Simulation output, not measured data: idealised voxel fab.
This section sets out a process module, namely voxel transistor to metal.
FYI the section here is cut, 215 nm wide, cells are 5 nm squares.
Cross-sections here: square-cell grids, written as top-down lists of bands, a band being one or more rows of cells.
The band entry comprises the height of the band's top followed by the height of its bottom, expressed in nm, and subsequently the band's materials from left to right, each stated together with its width in nm. Where a single material is marked with the word "full width", that material fills the band from edge to edge. The word "empty" represents empty space.
Counting heights begins at 0, where everything beneath is, in the wafer as received, one material. The lowest band has no bottom; it goes on downwards, as "z 0 and below" shows.
With a width like "30->40", each row of cells in the band differs from the next by the same amount, the top row carrying the first number and the bottom row the second.
For the purposes of this document, the phrase "nothing altered" attached to a step denotes that no cell within the cross-section was modified by that step.
So "Tabulated closed voids" is basically the list of trapped voids: any empty space of 8 cells or more that can't reach the top through an opening. They're written width x height at distance, the distance being from the left edge, and it's all nm.
Heads up: the bit after the settings on a step's line is the simulator's remark on that step.
Among the settings permitted on a step's line is "overlay nm"; applied to a step with a mask, it specifies the extent to which the mask lay to the right of its planned position, whereas a negative figure signifies a position to the left.
-- Process steps foreseen in the plan
1 RECEIVE,material Si
2 OXIDIZE,depth nm 5
3 CONFORMAL_DEP,material SiN,thk nm 10
4 MASKED_ETCH,tone cover,mask id ACTIVE,width nm 125,etch materials SiN,depth nm 10,overlay nm 0
5 MASKED_ETCH,tone cover,mask id ACTIVE,width nm 125,etch materials SiO2,depth nm 5,overlay nm 0
6 MASKED_ETCH,tone cover,mask id ACTIVE,width nm 125,etch materials Si,depth nm 20,overlay nm 0
7 FILL_DEP,material SiO2,thk nm 5
8 CMP,height nm 10
9 SELECTIVE_ETCH,etch materials SiO2,depth nm 10
10 STRIP,etch materials SiN
11 SELECTIVE_ETCH,etch materials SiO2,depth nm 5
12 OXIDIZE,depth nm 5
13 DIRECTIONAL_DEP,material polySi,thk nm 20
14 DIRECTIONAL_DEP,material SiCN,thk nm 15
15 DIRECTIONAL_DEP,material aC,thk nm 15
16 PATTERN,tone cover,mask id GATE,material resist,width nm 35,thk nm 35,overlay nm 0
17 DIRECTIONAL_ETCH,etch materials aC,depth nm 15
18 STRIP,etch materials resist
19 DIRECTIONAL_ETCH,etch materials SiCN,depth nm 25
20 DIRECTIONAL_ETCH,etch materials polySi,depth nm 30
21 STRIP,etch materials aC
22 CONFORMAL_DEP,material SiO2,thk nm 5
23 DIRECTIONAL_ETCH,etch materials SiO2,depth nm 5
24 CONFORMAL_DEP,material SiN,thk nm 10
25 DIRECTIONAL_ETCH,etch materials SiN,depth nm 10
26 DIRECTIONAL_ETCH,etch materials SiO2,depth nm 5
27 DIRECTIONAL_ETCH,etch materials Si,depth nm 5
28 EPI,material pSi,thk nm 5
29 FILL_DEP,material SiO2,thk nm 10
30 CMP,height nm 15
31 STRIP,etch materials polySi
32 SELECTIVE_ETCH,etch materials SiO2,depth nm 5
33 CONFORMAL_DEP,material HfO2,thk nm 5
34 CONFORMAL_DEP,material TiN,thk nm 5
35 FILL_DEP,material W,thk nm 10
36 CMP,height nm 10
37 DIRECTIONAL_DEP,material SiO2,thk nm 10
38 PATTERN,tone open,mask id CONTACT,material resist,width nm 20,pitch nm 85,thk nm 15,overlay nm 0
39 DIRECTIONAL_ETCH,etch materials SiO2,depth nm 30
40 STRIP,etch materials resist
41 CONFORMAL_DEP,material TiN,thk nm 5
42 FILL_DEP,material Ru,thk nm 5
43 CMP,height nm 20
44 DIRECTIONAL_DEP,material TiN,thk nm 5
45 DIRECTIONAL_DEP,material W,thk nm 15
46 DIRECTIONAL_DEP,material aC,thk nm 15
47 PATTERN,tone cover,mask id METAL_1,material resist,width nm 20,pitch nm 85,thk nm 35,overlay nm 0
48 DIRECTIONAL_ETCH,etch materials aC,depth nm 15
49 STRIP,etch materials resist
50 DIRECTIONAL_ETCH,etch materials W,depth nm 15
51 DIRECTIONAL_ETCH,etch materials TiN,depth nm 5
52 STRIP,etch materials aC
53 FILL_DEP,material lowk,thk nm 10
54 CMP,height nm 40
55 CONFORMAL_DEP,material SiCN,thk nm 5
-- Cross-section, incoming material, after step 1
> z 0 and below: Si full width
> Tabulated closed voids: none
-- Sectioned view, first of two wafers, at the close of the module, processed as intended in the plan
> z 45 to 40: SiCN full width
> z 40 to 25: lowk 55 / W 20 / lowk 65 / W 20 / lowk 55
> z 25 to 20: lowk 55 / TiN 20 / lowk 65 / TiN 20 / lowk 55
> z 20 to 10: SiO2 55 / TiN 5 / Ru 10 / TiN 5 / SiO2 65 / TiN 5 / Ru 10 / TiN 5 / SiO2 55
> z 10 to 0: SiO2 55 / TiN 5 / Ru 10 / TiN 5 / SiN 10 / HfO2 5 / TiN 5 / W 25 / TiN 5 / HfO2 5 / SiN 10 / TiN 5 / Ru 10 / TiN 5 / SiO2 55
> z 0 to -5: SiO2 55 / TiN 5 / Ru 5 / TiN 10 / SiN 10 / HfO2 5 / TiN 35 / HfO2 5 / SiN 10 / TiN 10 / Ru 5 / TiN 5 / SiO2 55
> z -5 to -10: SiO2 55 / TiN 15 / pSi 5 / SiO2 10 / HfO2 45 / SiO2 10 / pSi 5 / TiN 15 / SiO2 55
> z -10 to -15: SiO2 45 / pSi 30 / Si 65 / pSi 30 / SiO2 45
> z -15 to -25: SiO2 45 / Si 125 / SiO2 45
> z -25 and below: Si full width
> Tabulated closed voids: none
-- Cross-section of the latter of the two wafers at module completion. It had an identical start and an identical plan to the former; in running it, one mistake was made
> z 45 to 40: SiCN full width
> z 40 to 25: lowk full width
> z 25 to 20: TiN full width
> z 20 to 10: SiO2 55 / TiN 5 / Ru 10 / TiN 5 / SiO2 65 / TiN 5 / Ru 10 / TiN 5 / SiO2 55
> z 10 to 0: SiO2 55 / TiN 5 / Ru 10 / TiN 5 / SiN 10 / HfO2 5 / TiN 5 / W 25 / TiN 5 / HfO2 5 / SiN 10 / TiN 5 / Ru 10 / TiN 5 / SiO2 55
> z 0 to -5: SiO2 55 / TiN 5 / Ru 5 / TiN 10 / SiN 10 / HfO2 5 / TiN 35 / HfO2 5 / SiN 10 / TiN 10 / Ru 5 / TiN 5 / SiO2 55
> z -5 to -10: SiO2 55 / TiN 15 / pSi 5 / SiO2 10 / HfO2 45 / SiO2 10 / pSi 5 / TiN 15 / SiO2 55
> z -10 to -15: SiO2 45 / pSi 30 / Si 65 / pSi 30 / SiO2 45
> z -15 to -25: SiO2 45 / Si 125 / SiO2 45
> z -25 and below: Si full width
> Tabulated closed voids: none
Run error: the process deviated at step 45: the operation and settings actually run there were DIRECTIONAL_DEP,material lowk,thk nm 15
at the end the second wafer has, in cells: +35 TiN, -24 W, -11 lowk
